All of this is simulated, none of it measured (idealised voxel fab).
process module | voxel trench capacitor
FYI the section here is cut, 175 nm wide, cells are 5 nm squares.
Square cells in a grid make up a cross-section in this document, and the grid is given as bands, listed from the top down, each one or more rows of cells.
A band entry consists of two parts. The first gives the height of the band's top and the height of its bottom, in nm. The rest lists the band's materials from left to right, each with its width in nm. A single material labelled with the word "throughout" fills the band from edge to edge, and the word "blank" marks empty space.
Height is counted from the level 0, under which the received wafer is composed throughout of one material. The lowest of the bands is not closed at the bottom but continues downward, in the notation "top 0, no bottom".
The two numbers in a width such as "30..40" mark its ends across the band: the first belongs to the top row of cells, the second to the bottom row, and from each row to the next the width moves by the same amount.
Where the words "remained the same" appear for a step, the cross-section shows no cell changed by that step; every cell remained as before.
The label "Voids, enclosed" introduces a list of the empty spaces, 8 cells or larger, that have no open way up to the top; each entry in it reads width x height at distance, where the distance is taken from the left edge and all three are stated in nm.
On each step's line, the part that comes after the settings is the simulator's own comment on the step.
overlay nm: step with mask; distance mask lay right of planned place; negative value = left of planned place.
Pairs ahead. Before: cross-section ahead of one process step. After: cross-section once the step is done, shown to the lowest changed band only. Under each pair: that step, with settings. Caution: pairs may come from different runs of this module on the same starting wafer; a pair follows the pair above only where its "Pre-process" entry says so.

**Pre-process**
- top 0, no bottom  Si throughout
- Voids, enclosed: none

**Cross-Section Thereafter**
- top 5, bottom 0  SiN throughout
- No changes below 0.
- Voids, enclosed: none
Between before and after as drawn above: CONFORMAL_DEP,material SiN,thk nm 5

Pre-process: cross-section not repeated; it is the one shown after the step in the pair just above.

**Cross-Section Thereafter**
- top 20, bottom 5  aC throughout
- No changes below 5.
- Voids, enclosed: none
Between before and after as drawn above: DIRECTIONAL_DEP,material aC,thk nm 15

Pre-process: cross-section not repeated; it is the one shown after the step in the pair just above.

**Cross-Section Thereafter**
- top 55, bottom 20  40 resist, 30 blank, 30 resist, 30 blank, 45 resist
- No changes below 20.
- Voids, enclosed: none
Between before and after as drawn above: PATTERN,tone open,mask id TRENCH,material resist,width nm 30,pitch nm 60,thk nm 35,overlay nm 0

Pre-process: cross-section not repeated; it is the one shown after the step in the pair just above.

**Cross-Section Thereafter**
- top 40, bottom 20  40 resist, 30 blank, 30 resist, 30 blank, 45 resist
- top 20, bottom 5  40 aC, 30 blank, 30 aC, 30 blank, 45 aC
- No changes below 5.
- Voids, enclosed: none
Between before and after as drawn above: DIRECTIONAL_ETCH,etch materials aC,depth nm 15

Pre-process: cross-section not repeated; it is the one shown after the step in the pair just above.

**Cross-Section Thereafter**
- top 20, bottom 5  40 aC, 30 blank, 30 aC, 30 blank, 45 aC
- No changes below 5.
- Voids, enclosed: none
Between before and after as drawn above: STRIP,etch materials resist

Pre-process: cross-section not repeated; it is the one shown after the step in the pair just above.

**Cross-Section Thereafter**
- top 20, bottom 5  40 aC, 30 blank, 30 aC, 30 blank, 45 aC
- top 5, bottom 0  40 SiN, 30 blank, 30 SiN, 30 blank, 45 SiN
- No changes below 0.
- Voids, enclosed: none
Between before and after as drawn above: DIRECTIONAL_ETCH,etch materials SiN,depth nm 5

Pre-process: cross-section not repeated; it is the one shown after the step in the pair just above.

**Cross-Section Thereafter**
- top 20, bottom 5  40 aC, 30 blank, 30 aC, 30 blank, 45 aC
- top 5, bottom 0  40 SiN, 30 blank, 30 SiN, 30 blank, 45 SiN
- top 0, bottom -40  40 Si, 30 blank, 30 Si, 30 blank, 45 Si
- No changes below -40.
- Voids, enclosed: none
Between before and after as drawn above: DIRECTIONAL_ETCH,etch materials Si,depth nm 40

Pre-process: cross-section not repeated; it is the one shown after the step in the pair just above.

**Cross-Section Thereafter**
- top 5, bottom 0  40 SiN, 30 blank, 30 SiN, 30 blank, 45 SiN
- No changes below 0.
- Voids, enclosed: none
Between before and after as drawn above: STRIP,etch materials aC

Pre-process: cross-section not repeated; it is the one shown after the step in the pair just above.

**Cross-Section Thereafter**
- top 10, bottom 5  45 HfO2, 20 blank, 40 HfO2, 20 blank, 50 HfO2
- top 5, bottom 0  40 SiN, 5 HfO2, 20 blank, 5 HfO2, 30 SiN, 5 HfO2, 20 blank, 5 HfO2, 45 SiN
- top 0, bottom -35  40 Si, 5 HfO2, 20 blank, 5 HfO2, 30 Si, 5 HfO2, 20 blank, 5 HfO2, 45 Si
- top -35, bottom -40  40 Si, 30 HfO2, 30 Si, 30 HfO2, 45 Si
- No changes below -40.
- Voids, enclosed: none
Between before and after as drawn above: CONFORMAL_DEP,material HfO2,thk nm 5

Pre-process: cross-section not repeated; it is the one shown after the step in the pair just above.

**Cross-Section Thereafter**
- top 15, bottom 10  50 TiN, 10 blank, 50 TiN, 10 blank, 55 TiN
- top 10, bottom 5  45 HfO2, 5 TiN, 10 blank, 5 TiN, 40 HfO2, 5 TiN, 10 blank, 5 TiN, 50 HfO2
- top 5, bottom 0  40 SiN, 5 HfO2, 5 TiN, 10 blank, 5 TiN, 5 HfO2, 30 SiN, 5 HfO2, 5 TiN, 10 blank, 5 TiN, 5 HfO2, 45 SiN
- top 0, bottom -30  40 Si, 5 HfO2, 5 TiN, 10 blank, 5 TiN, 5 HfO2, 30 Si, 5 HfO2, 5 TiN, 10 blank, 5 TiN, 5 HfO2, 45 Si
- top -30, bottom -35  40 Si, 5 HfO2, 20 TiN, 5 HfO2, 30 Si, 5 HfO2, 20 TiN, 5 HfO2, 45 Si
- No changes below -35.
- Voids, enclosed: none
Between before and after as drawn above: CONFORMAL_DEP,material TiN,thk nm 5

Pre-process: cross-section not repeated; it is the one shown after the step in the pair just above.

**Cross-Section Thereafter**
- top 20, bottom 15  W throughout
- top 15, bottom 10  50 TiN, 10 W, 50 TiN, 10 W, 55 TiN
- top 10, bottom 5  45 HfO2, 5 TiN, 10 W, 5 TiN, 40 HfO2, 5 TiN, 10 W, 5 TiN, 50 HfO2
- top 5, bottom 0  40 SiN, 5 HfO2, 5 TiN, 10 W, 5 TiN, 5 HfO2, 30 SiN, 5 HfO2, 5 TiN, 10 W, 5 TiN, 5 HfO2, 45 SiN
- top 0, bottom -30  40 Si, 5 HfO2, 5 TiN, 10 W, 5 TiN, 5 HfO2, 30 Si, 5 HfO2, 5 TiN, 10 W, 5 TiN, 5 HfO2, 45 Si
- No changes below -30.
- Voids, enclosed: none
Between before and after as drawn above: FILL_DEP,material W,thk nm 5

Pre-process: cross-section not repeated; it is the one shown after the step in the pair just above.

**Cross-Section Thereafter**
- top 5, bottom 0  40 SiN, 5 HfO2, 5 TiN, 10 W, 5 TiN, 5 HfO2, 30 SiN, 5 HfO2, 5 TiN, 10 W, 5 TiN, 5 HfO2, 45 SiN
- No changes below 0.
- Voids, enclosed: none
Between before and after as drawn above: CMP,height nm 5

**Pre-process**
- top 20, bottom 5  40 aC, 30 blank, 30 aC, 30 blank, 45 aC
- top 5, bottom 0  40 SiN, 30 blank, 30 SiN, 30 blank, 45 SiN
- top 0, bottom -40  40 Si, 30 blank, 30 Si, 30 blank, 45 Si
- top -40, no bottom  Si throughout
- Voids, enclosed: none

**Cross-Section Thereafter**
- top 20, bottom 5  40 aC, 30 blank, 30 aC, 30 blank, 45 aC
- top 5, bottom 0  40 SiN, 30 blank, 30 SiN, 30 blank, 45 SiN
- top 0, bottom -80  40 Si, 30 blank, 30 Si, 30 blank, 45 Si
- No changes below -80.
- Voids, enclosed: none
Between before and after as drawn above: DIRECTIONAL_ETCH,etch materials Si,depth nm 40

Pre-process: cross-section not repeated; it is the one shown after the step in the pair just above.

**Cross-Section Thereafter**
- top 5, bottom 0  40 SiN, 30 blank, 30 SiN, 30 blank, 45 SiN
- No changes below 0.
- Voids, enclosed: none
Between before and after as drawn above: STRIP,etch materials aC

Pre-process: cross-section not repeated; it is the one shown after the step in the pair just above.

**Cross-Section Thereafter**
- top 10, bottom 5  45 HfO2, 20 blank, 40 HfO2, 20 blank, 50 HfO2
- top 5, bottom 0  40 SiN, 5 HfO2, 20 blank, 5 HfO2, 30 SiN, 5 HfO2, 20 blank, 5 HfO2, 45 SiN
- top 0, bottom -75  40 Si, 5 HfO2, 20 blank, 5 HfO2, 30 Si, 5 HfO2, 20 blank, 5 HfO2, 45 Si
- top -75, bottom -80  40 Si, 30 HfO2, 30 Si, 30 HfO2, 45 Si
- No changes below -80.
- Voids, enclosed: none
Between before and after as drawn above: CONFORMAL_DEP,material HfO2,thk nm 5

Pre-process: cross-section not repeated; it is the one shown after the step in the pair just above.

**Cross-Section Thereafter**
- top 15, bottom 10  50 TiN, 10 blank, 50 TiN, 10 blank, 55 TiN
- top 10, bottom 5  45 HfO2, 5 TiN, 10 blank, 5 TiN, 40 HfO2, 5 TiN, 10 blank, 5 TiN, 50 HfO2
- top 5, bottom 0  40 SiN, 5 HfO2, 5 TiN, 10 blank, 5 TiN, 5 HfO2, 30 SiN, 5 HfO2, 5 TiN, 10 blank, 5 TiN, 5 HfO2, 45 SiN
- top 0, bottom -70  40 Si, 5 HfO2, 5 TiN, 10 blank, 5 TiN, 5 HfO2, 30 Si, 5 HfO2, 5 TiN, 10 blank, 5 TiN, 5 HfO2, 45 Si
- top -70, bottom -75  40 Si, 5 HfO2, 20 TiN, 5 HfO2, 30 Si, 5 HfO2, 20 TiN, 5 HfO2, 45 Si
- No changes below -75.
- Voids, enclosed: none
Between before and after as drawn above: CONFORMAL_DEP,material TiN,thk nm 5

Pre-process: cross-section not repeated; it is the one shown after the step in the pair just above.

**Cross-Section Thereafter**
- top 20, bottom 15  W throughout
- top 15, bottom 10  50 TiN, 10 W, 50 TiN, 10 W, 55 TiN
- top 10, bottom 5  45 HfO2, 5 TiN, 10 W, 5 TiN, 40 HfO2, 5 TiN, 10 W, 5 TiN, 50 HfO2
- top 5, bottom 0  40 SiN, 5 HfO2, 5 TiN, 10 W, 5 TiN, 5 HfO2, 30 SiN, 5 HfO2, 5 TiN, 10 W, 5 TiN, 5 HfO2, 45 SiN
- top 0, bottom -70  40 Si, 5 HfO2, 5 TiN, 10 W, 5 TiN, 5 HfO2, 30 Si, 5 HfO2, 5 TiN, 10 W, 5 TiN, 5 HfO2, 45 Si
- No changes below -70.
- Voids, enclosed: none
Between before and after as drawn above: FILL_DEP,material W,thk nm 5

Pre-process: cross-section not repeated; it is the one shown after the step in the pair just above.

**Cross-Section Thereafter**
- top 5, bottom 0  40 SiN, 5 HfO2, 5 TiN, 10 W, 5 TiN, 5 HfO2, 30 SiN, 5 HfO2, 5 TiN, 10 W, 5 TiN, 5 HfO2, 45 SiN
- No changes below 0.
- Voids, enclosed: none
Between before and after as drawn above: CMP,height nm 5

**Pre-process**
- top 5, bottom 0  40 SiN, 30 blank, 30 SiN, 30 blank, 45 SiN
- top 0, bottom -40  40 Si, 30 blank, 30 Si, 30 blank, 45 Si
- top -40, no bottom  Si throughout
- Voids, enclosed: none

**Cross-Section Thereafter**
- top 10, bottom 5  45 TiN, 20 blank, 40 TiN, 20 blank, 50 TiN
- top 5, bottom 0  40 SiN, 5 TiN, 20 blank, 5 TiN, 30 SiN, 5 TiN, 20 blank, 5 TiN, 45 SiN
- top 0, bottom -35  40 Si, 5 TiN, 20 blank, 5 TiN, 30 Si, 5 TiN, 20 blank, 5 TiN, 45 Si
- top -35, bottom -40  40 Si, 30 TiN, 30 Si, 30 TiN, 45 Si
- No changes below -40.
- Voids, enclosed: none
Between before and after as drawn above: CONFORMAL_DEP,material TiN,thk nm 5

Pre-process: cross-section not repeated; it is the one shown after the step in the pair just above.

**Cross-Section Thereafter**
- top 15, bottom 10  50 HfO2, 10 blank, 50 HfO2, 10 blank, 55 HfO2
- top 10, bottom 5  45 TiN, 5 HfO2, 10 blank, 5 HfO2, 40 TiN, 5 HfO2, 10 blank, 5 HfO2, 50 TiN
- top 5, bottom 0  40 SiN, 5 TiN, 5 HfO2, 10 blank, 5 HfO2, 5 TiN, 30 SiN, 5 TiN, 5 HfO2, 10 blank, 5 HfO2, 5 TiN, 45 SiN
- top 0, bottom -30  40 Si, 5 TiN, 5 HfO2, 10 blank, 5 HfO2, 5 TiN, 30 Si, 5 TiN, 5 HfO2, 10 blank, 5 HfO2, 5 TiN, 45 Si
- top -30, bottom -35  40 Si, 5 TiN, 20 HfO2, 5 TiN, 30 Si, 5 TiN, 20 HfO2, 5 TiN, 45 Si
- No changes below -35.
- Voids, enclosed: none
Between before and after as drawn above: CONFORMAL_DEP,material HfO2,thk nm 5

Pre-process: cross-section not repeated; it is the one shown after the step in the pair just above.

**Cross-Section Thereafter**
- top 20, bottom 15  W throughout
- top 15, bottom 10  50 HfO2, 10 W, 50 HfO2, 10 W, 55 HfO2
- top 10, bottom 5  45 TiN, 5 HfO2, 10 W, 5 HfO2, 40 TiN, 5 HfO2, 10 W, 5 HfO2, 50 TiN
- top 5, bottom 0  40 SiN, 5 TiN, 5 HfO2, 10 W, 5 HfO2, 5 TiN, 30 SiN, 5 TiN, 5 HfO2, 10 W, 5 HfO2, 5 TiN, 45 SiN
- top 0, bottom -30  40 Si, 5 TiN, 5 HfO2, 10 W, 5 HfO2, 5 TiN, 30 Si, 5 TiN, 5 HfO2, 10 W, 5 HfO2, 5 TiN, 45 Si
- No changes below -30.
- Voids, enclosed: none
Between before and after as drawn above: FILL_DEP,material W,thk nm 5

Pre-process: cross-section not repeated; it is the one shown after the step in the pair just above.

**Cross-Section Thereafter**
- top 5, bottom 0  40 SiN, 5 TiN, 5 HfO2, 10 W, 5 HfO2, 5 TiN, 30 SiN, 5 TiN, 5 HfO2, 10 W, 5 HfO2, 5 TiN, 45 SiN
- No changes below 0.
- Voids, enclosed: none
Between before and after as drawn above: CMP,height nm 5

**Pre-process**
- top 20, bottom 5  40 aC, 30 blank, 30 aC, 30 blank, 45 aC
- top 5, bottom 0  40 SiN, 30 blank, 30 SiN, 30 blank, 45 SiN
- top 0, no bottom  Si throughout
- Voids, enclosed: none

**Cross-Section Thereafter**
- top 20, bottom 5  40 aC, 30 blank, 30 aC, 30 blank, 45 aC
- top 5, bottom 0  40 SiN, 30 blank, 30 SiN, 30 blank, 45 SiN
- top 0, bottom -35  40 Si, 30 blank, 30 Si, 30 blank, 45 Si
- No changes below -35.
- Voids, enclosed: none
Between before and after as drawn above: DIRECTIONAL_ETCH,etch materials Si,depth nm 35

Pre-process: cross-section not repeated; it is the one shown after the step in the pair just above.

**Cross-Section Thereafter**
- top 5, bottom 0  40 SiN, 30 blank, 30 SiN, 30 blank, 45 SiN
- No changes below 0.
- Voids, enclosed: none
Between before and after as drawn above: STRIP,etch materials aC

Pre-process: cross-section not repeated; it is the one shown after the step in the pair just above.

**Cross-Section Thereafter**
- top 10, bottom 5  45 HfO2, 20 blank, 40 HfO2, 20 blank, 50 HfO2
- top 5, bottom 0  40 SiN, 5 HfO2, 20 blank, 5 HfO2, 30 SiN, 5 HfO2, 20 blank, 5 HfO2, 45 SiN
- top 0, bottom -30  40 Si, 5 HfO2, 20 blank, 5 HfO2, 30 Si, 5 HfO2, 20 blank, 5 HfO2, 45 Si
- top -30, bottom -35  40 Si, 30 HfO2, 30 Si, 30 HfO2, 45 Si
- No changes below -35.
- Voids, enclosed: none
Between before and after as drawn above: CONFORMAL_DEP,material HfO2,thk nm 5

Pre-process: cross-section not repeated; it is the one shown after the step in the pair just above.

**Cross-Section Thereafter**
- top 15, bottom 10  50 TiN, 10 blank, 50 TiN, 10 blank, 55 TiN
- top 10, bottom 5  45 HfO2, 5 TiN, 10 blank, 5 TiN, 40 HfO2, 5 TiN, 10 blank, 5 TiN, 50 HfO2
- top 5, bottom 0  40 SiN, 5 HfO2, 5 TiN, 10 blank, 5 TiN, 5 HfO2, 30 SiN, 5 HfO2, 5 TiN, 10 blank, 5 TiN, 5 HfO2, 45 SiN
- top 0, bottom -25  40 Si, 5 HfO2, 5 TiN, 10 blank, 5 TiN, 5 HfO2, 30 Si, 5 HfO2, 5 TiN, 10 blank, 5 TiN, 5 HfO2, 45 Si
- top -25, bottom -30  40 Si, 5 HfO2, 20 TiN, 5 HfO2, 30 Si, 5 HfO2, 20 TiN, 5 HfO2, 45 Si
- No changes below -30.
- Voids, enclosed: none
Between before and after as drawn above: CONFORMAL_DEP,material TiN,thk nm 5

Pre-process: cross-section not repeated; it is the one shown after the step in the pair just above.

**Cross-Section Thereafter**
- top 20, bottom 15  W throughout
- top 15, bottom 10  50 TiN, 10 W, 50 TiN, 10 W, 55 TiN
- top 10, bottom 5  45 HfO2, 5 TiN, 10 W, 5 TiN, 40 HfO2, 5 TiN, 10 W, 5 TiN, 50 HfO2
- top 5, bottom 0  40 SiN, 5 HfO2, 5 TiN, 10 W, 5 TiN, 5 HfO2, 30 SiN, 5 HfO2, 5 TiN, 10 W, 5 TiN, 5 HfO2, 45 SiN
- top 0, bottom -25  40 Si, 5 HfO2, 5 TiN, 10 W, 5 TiN, 5 HfO2, 30 Si, 5 HfO2, 5 TiN, 10 W, 5 TiN, 5 HfO2, 45 Si
- No changes below -25.
- Voids, enclosed: none
Between before and after as drawn above: FILL_DEP,material W,thk nm 5

Pre-process: cross-section not repeated; it is the one shown after the step in the pair just above.

**Cross-Section Thereafter**
- top 5, bottom 0  40 SiN, 5 HfO2, 5 TiN, 10 W, 5 TiN, 5 HfO2, 30 SiN, 5 HfO2, 5 TiN, 10 W, 5 TiN, 5 HfO2, 45 SiN
- No changes below 0.
- Voids, enclosed: none
Between before and after as drawn above: CMP,height nm 5

**Pre-process**
- top 20, bottom 5  aC throughout
- top 5, bottom 0  SiN throughout
- top 0, no bottom  Si throughout
- Voids, enclosed: none

**Cross-Section Thereafter**
- top 55, bottom 20  45 resist, 20 blank, 40 resist, 20 blank, 50 resist
- No changes below 20.
- Voids, enclosed: none
Between before and after as drawn above: PATTERN,tone open,mask id TRENCH,material resist,width nm 20,pitch nm 60,thk nm 35,overlay nm 0

Pre-process: cross-section not repeated; it is the one shown after the step in the pair just above.

**Cross-Section Thereafter**
- top 40, bottom 20  45 resist, 20 blank, 40 resist, 20 blank, 50 resist
- top 20, bottom 5  45 aC, 20 blank, 40 aC, 20 blank, 50 aC
- No changes below 5.
- Voids, enclosed: none
Between before and after as drawn above: DIRECTIONAL_ETCH,etch materials aC,depth nm 15

Pre-process: cross-section not repeated; it is the one shown after the step in the pair just above.

**Cross-Section Thereafter**
- top 20, bottom 5  45 aC, 20 blank, 40 aC, 20 blank, 50 aC
- No changes below 5.
- Voids, enclosed: none
Between before and after as drawn above: STRIP,etch materials resist

Pre-process: cross-section not repeated; it is the one shown after the step in the pair just above.

**Cross-Section Thereafter**
- top 20, bottom 5  45 aC, 20 blank, 40 aC, 20 blank, 50 aC
- top 5, bottom 0  45 SiN, 20 blank, 40 SiN, 20 blank, 50 SiN
- No changes below 0.
- Voids, enclosed: none
Between before and after as drawn above: DIRECTIONAL_ETCH,etch materials SiN,depth nm 5

Pre-process: cross-section not repeated; it is the one shown after the step in the pair just above.

**Cross-Section Thereafter**
- top 20, bottom 5  45 aC, 20 blank, 40 aC, 20 blank, 50 aC
- top 5, bottom 0  45 SiN, 20 blank, 40 SiN, 20 blank, 50 SiN
- top 0, bottom -40  45 Si, 20 blank, 40 Si, 20 blank, 50 Si
- No changes below -40.
- Voids, enclosed: none
Between before and after as drawn above: DIRECTIONAL_ETCH,etch materials Si,depth nm 40

Pre-process: cross-section not repeated; it is the one shown after the step in the pair just above.

**Cross-Section Thereafter**
- top 5, bottom 0  45 SiN, 20 blank, 40 SiN, 20 blank, 50 SiN
- No changes below 0.
- Voids, enclosed: none
Between before and after as drawn above: STRIP,etch materials aC

Pre-process: cross-section not repeated; it is the one shown after the step in the pair just above.

**Cross-Section Thereafter**
- top 10, bottom 5  50 HfO2, 10 blank, 50 HfO2, 10 blank, 55 HfO2
- top 5, bottom 0  45 SiN, 5 HfO2, 10 blank, 5 HfO2, 40 SiN, 5 HfO2, 10 blank, 5 HfO2, 50 SiN
- top 0, bottom -35  45 Si, 5 HfO2, 10 blank, 5 HfO2, 40 Si, 5 HfO2, 10 blank, 5 HfO2, 50 Si
- top -35, bottom -40  45 Si, 20 HfO2, 40 Si, 20 HfO2, 50 Si
- No changes below -40.
- Voids, enclosed: none
Between before and after as drawn above: CONFORMAL_DEP,material HfO2,thk nm 5

Pre-process: cross-section not repeated; it is the one shown after the step in the pair just above.

**Cross-Section Thereafter**
- top 15, bottom 10  TiN throughout
- top 10, bottom 5  50 HfO2, 10 TiN, 50 HfO2, 10 TiN, 55 HfO2
- top 5, bottom 0  45 SiN, 5 HfO2, 10 TiN, 5 HfO2, 40 SiN, 5 HfO2, 10 TiN, 5 HfO2, 50 SiN
- top 0, bottom -35  45 Si, 5 HfO2, 10 TiN, 5 HfO2, 40 Si, 5 HfO2, 10 TiN, 5 HfO2, 50 Si
- No changes below -35.
- Voids, enclosed: none
Between before and after as drawn above: CONFORMAL_DEP,material TiN,thk nm 5

Pre-process: cross-section not repeated; it is the one shown after the step in the pair just above.

**Cross-Section Thereafter**
- top 20, bottom 15  W throughout
- No changes below 15.
- Voids, enclosed: none
Between before and after as drawn above: FILL_DEP,material W,thk nm 5

Pre-process: cross-section not repeated; it is the one shown after the step in the pair just above.

**Cross-Section Thereafter**
- top 5, bottom 0  45 SiN, 5 HfO2, 10 TiN, 5 HfO2, 40 SiN, 5 HfO2, 10 TiN, 5 HfO2, 50 SiN
- No changes below 0.
- Voids, enclosed: none
Between before and after as drawn above: CMP,height nm 5

**Pre-process**
- top 20, bottom 5  aC throughout
- top 5, bottom 0  SiN throughout
- top 0, no bottom  Si throughout
- Voids, enclosed: none

**Cross-Section Thereafter**
- top 55, bottom 20  45 resist, 30 blank, 30 resist, 30 blank, 40 resist
- No changes below 20.
- Voids, enclosed: none
Between before and after as drawn above: PATTERN,tone open,mask id TRENCH,material resist,width nm 30,pitch nm 60,thk nm 35,overlay nm 5

Pre-process: cross-section not repeated; it is the one shown after the step in the pair just above.

**Cross-Section Thereafter**
- top 40, bottom 20  45 resist, 30 blank, 30 resist, 30 blank, 40 resist
- top 20, bottom 5  45 aC, 30 blank, 30 aC, 30 blank, 40 aC
- No changes below 5.
- Voids, enclosed: none
Between before and after as drawn above: DIRECTIONAL_ETCH,etch materials aC,depth nm 15

Pre-process: cross-section not repeated; it is the one shown after the step in the pair just above.

**Cross-Section Thereafter**
- top 20, bottom 5  45 aC, 30 blank, 30 aC, 30 blank, 40 aC
- No changes below 5.
- Voids, enclosed: none
Between before and after as drawn above: STRIP,etch materials resist

Pre-process: cross-section not repeated; it is the one shown after the step in the pair just above.

**Cross-Section Thereafter**
- top 20, bottom 5  45 aC, 30 blank, 30 aC, 30 blank, 40 aC
- top 5, bottom 0  45 SiN, 30 blank, 30 SiN, 30 blank, 40 SiN
- No changes below 0.
- Voids, enclosed: none
Between before and after as drawn above: DIRECTIONAL_ETCH,etch materials SiN,depth nm 5

Pre-process: cross-section not repeated; it is the one shown after the step in the pair just above.

**Cross-Section Thereafter**
- top 20, bottom 5  45 aC, 30 blank, 30 aC, 30 blank, 40 aC
- top 5, bottom 0  45 SiN, 30 blank, 30 SiN, 30 blank, 40 SiN
- top 0, bottom -40  45 Si, 30 blank, 30 Si, 30 blank, 40 Si
- No changes below -40.
- Voids, enclosed: none
Between before and after as drawn above: DIRECTIONAL_ETCH,etch materials Si,depth nm 40

Pre-process: cross-section not repeated; it is the one shown after the step in the pair just above.

**Cross-Section Thereafter**
- top 5, bottom 0  45 SiN, 30 blank, 30 SiN, 30 blank, 40 SiN
- No changes below 0.
- Voids, enclosed: none
Between before and after as drawn above: STRIP,etch materials aC

Pre-process: cross-section not repeated; it is the one shown after the step in the pair just above.

**Cross-Section Thereafter**
- top 10, bottom 5  50 HfO2, 20 blank, 40 HfO2, 20 blank, 45 HfO2
- top 5, bottom 0  45 SiN, 5 HfO2, 20 blank, 5 HfO2, 30 SiN, 5 HfO2, 20 blank, 5 HfO2, 40 SiN
- top 0, bottom -35  45 Si, 5 HfO2, 20 blank, 5 HfO2, 30 Si, 5 HfO2, 20 blank, 5 HfO2, 40 Si
- top -35, bottom -40  45 Si, 30 HfO2, 30 Si, 30 HfO2, 40 Si
- No changes below -40.
- Voids, enclosed: none
Between before and after as drawn above: CONFORMAL_DEP,material HfO2,thk nm 5

Pre-process: cross-section not repeated; it is the one shown after the step in the pair just above.

**Cross-Section Thereafter**
- top 15, bottom 10  55 TiN, 10 blank, 50 TiN, 10 blank, 50 TiN
- top 10, bottom 5  50 HfO2, 5 TiN, 10 blank, 5 TiN, 40 HfO2, 5 TiN, 10 blank, 5 TiN, 45 HfO2
- top 5, bottom 0  45 SiN, 5 HfO2, 5 TiN, 10 blank, 5 TiN, 5 HfO2, 30 SiN, 5 HfO2, 5 TiN, 10 blank, 5 TiN, 5 HfO2, 40 SiN
- top 0, bottom -30  45 Si, 5 HfO2, 5 TiN, 10 blank, 5 TiN, 5 HfO2, 30 Si, 5 HfO2, 5 TiN, 10 blank, 5 TiN, 5 HfO2, 40 Si
- top -30, bottom -35  45 Si, 5 HfO2, 20 TiN, 5 HfO2, 30 Si, 5 HfO2, 20 TiN, 5 HfO2, 40 Si
- No changes below -35.
- Voids, enclosed: none
Between before and after as drawn above: CONFORMAL_DEP,material TiN,thk nm 5

Pre-process: cross-section not repeated; it is the one shown after the step in the pair just above.

**Cross-Section Thereafter**
- top 20, bottom 15  W throughout
- top 15, bottom 10  55 TiN, 10 W, 50 TiN, 10 W, 50 TiN
- top 10, bottom 5  50 HfO2, 5 TiN, 10 W, 5 TiN, 40 HfO2, 5 TiN, 10 W, 5 TiN, 45 HfO2
- top 5, bottom 0  45 SiN, 5 HfO2, 5 TiN, 10 W, 5 TiN, 5 HfO2, 30 SiN, 5 HfO2, 5 TiN, 10 W, 5 TiN, 5 HfO2, 40 SiN
- top 0, bottom -30  45 Si, 5 HfO2, 5 TiN, 10 W, 5 TiN, 5 HfO2, 30 Si, 5 HfO2, 5 TiN, 10 W, 5 TiN, 5 HfO2, 40 Si
- No changes below -30.
- Voids, enclosed: none
Between before and after as drawn above: FILL_DEP,material W,thk nm 5

Pre-process: cross-section not repeated; it is the one shown after the step in the pair just above.

**Cross-Section Thereafter**
- top 5, bottom 0  45 SiN, 5 HfO2, 5 TiN, 10 W, 5 TiN, 5 HfO2, 30 SiN, 5 HfO2, 5 TiN, 10 W, 5 TiN, 5 HfO2, 40 SiN
- No changes below 0.
- Voids, enclosed: none
Between before and after as drawn above: CMP,height nm 5

**Pre-process**
- top 5, bottom 0  40 SiN, 30 blank, 30 SiN, 30 blank, 45 SiN
- top 0, bottom -40  40 Si, 30 blank, 30 Si, 30 blank, 45 Si
- top -40, no bottom  Si throughout
- Voids, enclosed: none

**Cross-Section Thereafter**
- top 10, bottom 0  45 SiN, 20 blank, 40 SiN, 20 blank, 50 SiN
- top 0, bottom -35  40 Si, 5 SiN, 20 blank, 5 SiN, 30 Si, 5 SiN, 20 blank, 5 SiN, 45 Si
- top -35, bottom -40  40 Si, 30 SiN, 30 Si, 30 SiN, 45 Si
- No changes below -40.
- Voids, enclosed: none
Between before and after as drawn above: CONFORMAL_DEP,material SiN,thk nm 5

Pre-process: cross-section not repeated; it is the one shown after the step in the pair just above.

**Cross-Section Thereafter**
- top 15, bottom 10  50 TiN, 10 blank, 50 TiN, 10 blank, 55 TiN
- top 10, bottom 0  45 SiN, 5 TiN, 10 blank, 5 TiN, 40 SiN, 5 TiN, 10 blank, 5 TiN, 50 SiN
- top 0, bottom -30  40 Si, 5 SiN, 5 TiN, 10 blank, 5 TiN, 5 SiN, 30 Si, 5 SiN, 5 TiN, 10 blank, 5 TiN, 5 SiN, 45 Si
- top -30, bottom -35  40 Si, 5 SiN, 20 TiN, 5 SiN, 30 Si, 5 SiN, 20 TiN, 5 SiN, 45 Si
- No changes below -35.
- Voids, enclosed: none
Between before and after as drawn above: CONFORMAL_DEP,material TiN,thk nm 5

Pre-process: cross-section not repeated; it is the one shown after the step in the pair just above.

**Cross-Section Thereafter**
- top 20, bottom 15  W throughout
- top 15, bottom 10  50 TiN, 10 W, 50 TiN, 10 W, 55 TiN
- top 10, bottom 0  45 SiN, 5 TiN, 10 W, 5 TiN, 40 SiN, 5 TiN, 10 W, 5 TiN, 50 SiN
- top 0, bottom -30  40 Si, 5 SiN, 5 TiN, 10 W, 5 TiN, 5 SiN, 30 Si, 5 SiN, 5 TiN, 10 W, 5 TiN, 5 SiN, 45 Si
- No changes below -30.
- Voids, enclosed: none
Between before and after as drawn above: FILL_DEP,material W,thk nm 5

Pre-process: cross-section not repeated; it is the one shown after the step in the pair just above.

**Cross-Section Thereafter**
- top 5, bottom 0  45 SiN, 5 TiN, 10 W, 5 TiN, 40 SiN, 5 TiN, 10 W, 5 TiN, 50 SiN
- No changes below 0.
- Voids, enclosed: none
Between before and after as drawn above: CMP,height nm 5

**Pre-process**
- top 20, bottom 5  aC throughout
- top 5, bottom 0  SiN throughout
- top 0, no bottom  Si throughout
- Voids, enclosed: none

**Cross-Section Thereafter**
- top 55, bottom 20  40 blank, 30 resist, 30 blank, 30 resist, 45 blank
- No changes below 20.
- Voids, enclosed: none
Between before and after as drawn above: PATTERN,tone cover,mask id TRENCH,material resist,width nm 30,pitch nm 60,thk nm 35,overlay nm 0

Pre-process: cross-section not repeated; it is the one shown after the step in the pair just above.

**Cross-Section Thereafter**
- top 40, bottom 20  40 blank, 30 resist, 30 blank, 30 resist, 45 blank
- top 20, bottom 5  40 blank, 30 aC, 30 blank, 30 aC, 45 blank
- No changes below 5.
- Voids, enclosed: none
Between before and after as drawn above: DIRECTIONAL_ETCH,etch materials aC,depth nm 15

Pre-process: cross-section not repeated; it is the one shown after the step in the pair just above.

**Cross-Section Thereafter**
- top 20, bottom 5  40 blank, 30 aC, 30 blank, 30 aC, 45 blank
- No changes below 5.
- Voids, enclosed: none
Between before and after as drawn above: STRIP,etch materials resist

Pre-process: cross-section not repeated; it is the one shown after the step in the pair just above.

**Cross-Section Thereafter**
- top 20, bottom 5  40 blank, 30 aC, 30 blank, 30 aC, 45 blank
- top 5, bottom 0  40 blank, 30 SiN, 30 blank, 30 SiN, 45 blank
- No changes below 0.
- Voids, enclosed: none
Between before and after as drawn above: DIRECTIONAL_ETCH,etch materials SiN,depth nm 5
